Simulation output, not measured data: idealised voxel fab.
A process module follows: voxel wiring stack.
This is section cut - it's 260 nm across, gridded in 5 nm square cells.
Square cells in a grid make up a cross-section in this document, and the grid is given as bands, listed from the top down, each one or more rows of cells. Band: top and bottom heights (nm) first, top before bottom; then materials from left to right, widths in nm. "full width" marks a sole material filling the band edge to edge. "blank" denotes empty space. Height datum 0, below which the as-received substrate wafer is one material. Lowest band open at the bottom, running downward: "z 0 and below". Graded width ("30..40"): value in top row of band = first number; value in bottom row = second number; row-to-row change constant. What does "stayed the same" mean for a step? It means no cell of the cross-section changed in that step. Closed-off voids of 8+ cells (no open route to the top) go in "Unvented voids", written width x height at distance from the left edge, in nm. Past the settings on a step's line: simulator remark, on that step. You can add "overlay nm" to a step's line. For a step with a mask, it describes how far the mask lay to the right of its planned position, and a negative number describes a lay to the left.

Listed below are the process steps as planned:
| 1 | RECEIVE | material Si |
| 2 | CONFORMAL_DEP | material SiO2 | thk nm 10 |
| 3 | DIRECTIONAL_DEP | material TiN | thk nm 5 |
| 4 | DIRECTIONAL_DEP | material W | thk nm 25 |
| 5 | MASKED_ETCH | tone cover | mask id METAL_1 | width nm 20 | pitch nm 50 | etch materials W | depth nm 25 | overlay nm 0 |
| 6 | MASKED_ETCH | tone cover | mask id METAL_1 | width nm 20 | pitch nm 50 | etch materials TiN | depth nm 5 | overlay nm 0 |
| 7 | CONFORMAL_DEP | material SiN | thk nm 5 |
| 8 | FILL_DEP | material lowk | thk nm 10 |
| 9 | CMP | height nm 40 |
| 10 | CONFORMAL_DEP | material SiCN | thk nm 5 |
| 11 | DIRECTIONAL_DEP | material lowk | thk nm 15 |
| 12 | MASKED_ETCH | tone open | mask id PLUG_1 | width nm 15 | pitch nm 100 | etch materials lowk | depth nm 15 | overlay nm 0 |
| 13 | MASKED_ETCH | tone open | mask id PLUG_1 | width nm 15 | pitch nm 100 | etch materials SiCN | depth nm 5 | overlay nm 0 |
| 14 | CONFORMAL_DEP | material TiN | thk nm 5 |
| 15 | FILL_DEP | material Cu | thk nm 5 |
| 16 | CMP | height nm 60 |
| 17 | CONFORMAL_DEP | material SiCN | thk nm 5 |
| 18 | DIRECTIONAL_DEP | material SiO2 | thk nm 25 |
| 19 | DIRECTIONAL_DEP | material aC | thk nm 15 |
| 20 | PATTERN | tone open | mask id METAL_2 | material resist | width nm 20 | pitch nm 50 | thk nm 30 | overlay nm 0 |
| 21 | DIRECTIONAL_ETCH | etch materials aC | depth nm 15 |
| 22 | STRIP | etch materials resist |
| 23 | DIRECTIONAL_ETCH | etch materials SiO2 | depth nm 25 |
| 24 | DIRECTIONAL_ETCH | etch materials SiCN | depth nm 5 |
| 25 | STRIP | etch materials aC |
| 26 | CONFORMAL_DEP | material TiN | thk nm 5 |
| 27 | FILL_DEP | material Ru | thk nm 10 |
| 28 | CMP | height nm 90 |
| 29 | CONFORMAL_DEP | material SiCN | thk nm 5 |
| 30 | DIRECTIONAL_DEP | material SiO2 | thk nm 20 |
| 31 | MASKED_ETCH | tone open | mask id PLUG_2 | width nm 15 | pitch nm 50 | etch materials SiO2 | depth nm 20 | overlay nm 0 |
| 32 | MASKED_ETCH | tone open | mask id PLUG_2 | width nm 15 | pitch nm 50 | etch materials SiCN | depth nm 5 | overlay nm 0 |
| 33 | CONFORMAL_DEP | material TiN | thk nm 5 |
| 34 | FILL_DEP | material W | thk nm 5 |
| 35 | CMP | height nm 115 |
| 36 | CONFORMAL_DEP | material SiCN | thk nm 5 |
| 37 | DIRECTIONAL_DEP | material SiO2 | thk nm 20 |
| 38 | PATTERN | tone open | mask id METAL_3 | material resist | width nm 20 | pitch nm 50 | thk nm 15 | overlay nm 0 |
| 39 | DIRECTIONAL_ETCH | etch materials SiO2 | depth nm 20 |
| 40 | DIRECTIONAL_ETCH | etch materials SiCN | depth nm 5 |
| 41 | STRIP | etch materials resist |
| 42 | CONFORMAL_DEP | material TiN | thk nm 5 |
| 43 | FILL_DEP | material Ru | thk nm 5 |
| 44 | CMP | height nm 140 |
| 45 | EPI | material Ru | thk nm 5 |
| 46 | FILL_DEP | material SiCN | thk nm 5 |

As-received wafer cross-section (after step 1):
z 0 and below  Si full width
Unvented voids: none

Here's the cross-section of the first of our two wafers at the end of the module - it ran as planned:
z 150 to 145  SiCN full width
z 145 to 140  SiCN 65  Ru 30  SiCN 20  Ru 30  SiCN 20  Ru 30  SiCN 65
z 140 to 120  SiO2 70  TiN 5  Ru 10  TiN 5  SiO2 30  TiN 5  Ru 10  TiN 5  SiO2 30  TiN 5  Ru 10  TiN 5  SiO2 70
z 120 to 115  SiCN 70  TiN 20  SiCN 30  TiN 20  SiCN 30  TiN 20  SiCN 70
z 115 to 95  SiO2 70  TiN 5  W 5  TiN 5  SiO2 35  TiN 5  W 5  TiN 5  SiO2 35  TiN 5  W 5  TiN 5  SiO2 75
z 95 to 90  SiCN 70  TiN 15  SiCN 35  TiN 15  SiCN 35  TiN 15  SiCN 75
z 90 to 65  SiO2 70  TiN 5  Ru 10  TiN 5  SiO2 30  TiN 5  Ru 10  TiN 5  SiO2 30  TiN 5  Ru 10  TiN 5  SiO2 70
z 65 to 60  SiCN 70  TiN 20  SiCN 30  TiN 20  SiCN 30  TiN 20  SiCN 70
z 60 to 45  lowk 70  TiN 5  Cu 5  TiN 5  lowk 85  TiN 5  Cu 5  TiN 5  lowk 75
z 45 to 40  SiCN 70  TiN 15  SiCN 85  TiN 15  SiCN 75
z 40 to 15  lowk 65  SiN 5  W 20  SiN 5  lowk 20  SiN 5  W 20  SiN 5  lowk 20  SiN 5  W 20  SiN 5  lowk 65
z 15 to 10  SiN 70  TiN 20  SiN 30  TiN 20  SiN 30  TiN 20  SiN 70
z 10 to 0  SiO2 full width
z 0 and below  Si full width
Unvented voids: none

Module end: cross-section of wafer two of two. Same start and process plan as the first wafer. One mistake during execution:
z 150 to 145  SiCN full width
z 145 to 140  SiCN 65  Ru 30  SiCN 20  Ru 30  SiCN 20  Ru 30  SiCN 65
z 140 to 120  SiO2 70  TiN 5  Ru 10  TiN 5  SiO2 30  TiN 5  Ru 10  TiN 5  SiO2 30  TiN 5  Ru 10  TiN 5  SiO2 70
z 120 to 115  SiCN 70  TiN 20  SiCN 30  TiN 20  SiCN 30  TiN 20  SiCN 70
z 115 to 95  SiO2 70  TiN 5  SiCN 5  TiN 5  SiO2 35  TiN 5  SiCN 5  TiN 5  SiO2 35  TiN 5  SiCN 5  TiN 5  SiO2 75
z 95 to 90  SiCN 70  TiN 15  SiCN 35  TiN 15  SiCN 35  TiN 15  SiCN 75
z 90 to 65  SiO2 70  TiN 5  Ru 10  TiN 5  SiO2 30  TiN 5  Ru 10  TiN 5  SiO2 30  TiN 5  Ru 10  TiN 5  SiO2 70
z 65 to 60  SiCN 70  TiN 20  SiCN 30  TiN 20  SiCN 30  TiN 20  SiCN 70
z 60 to 45  lowk 70  TiN 5  Cu 5  TiN 5  lowk 85  TiN 5  Cu 5  TiN 5  lowk 75
z 45 to 40  SiCN 70  TiN 15  SiCN 85  TiN 15  SiCN 75
z 40 to 15  lowk 65  SiN 5  W 20  SiN 5  lowk 20  SiN 5  W 20  SiN 5  lowk 20  SiN 5  W 20  SiN 5  lowk 65
z 15 to 10  SiN 70  TiN 20  SiN 30  TiN 20  SiN 30  TiN 20  SiN 70
z 10 to 0  SiO2 full width
z 0 and below  Si full width
Unvented voids: none
Deviation from plan: step 34 deviated from plan and actually ran as FILL_DEP | material SiCN | thk nm 5
Looking at both finished wafers in cells, the second ends up ahead of or behind the first on some materials: 12 more of SiCN, 12 fewer of W
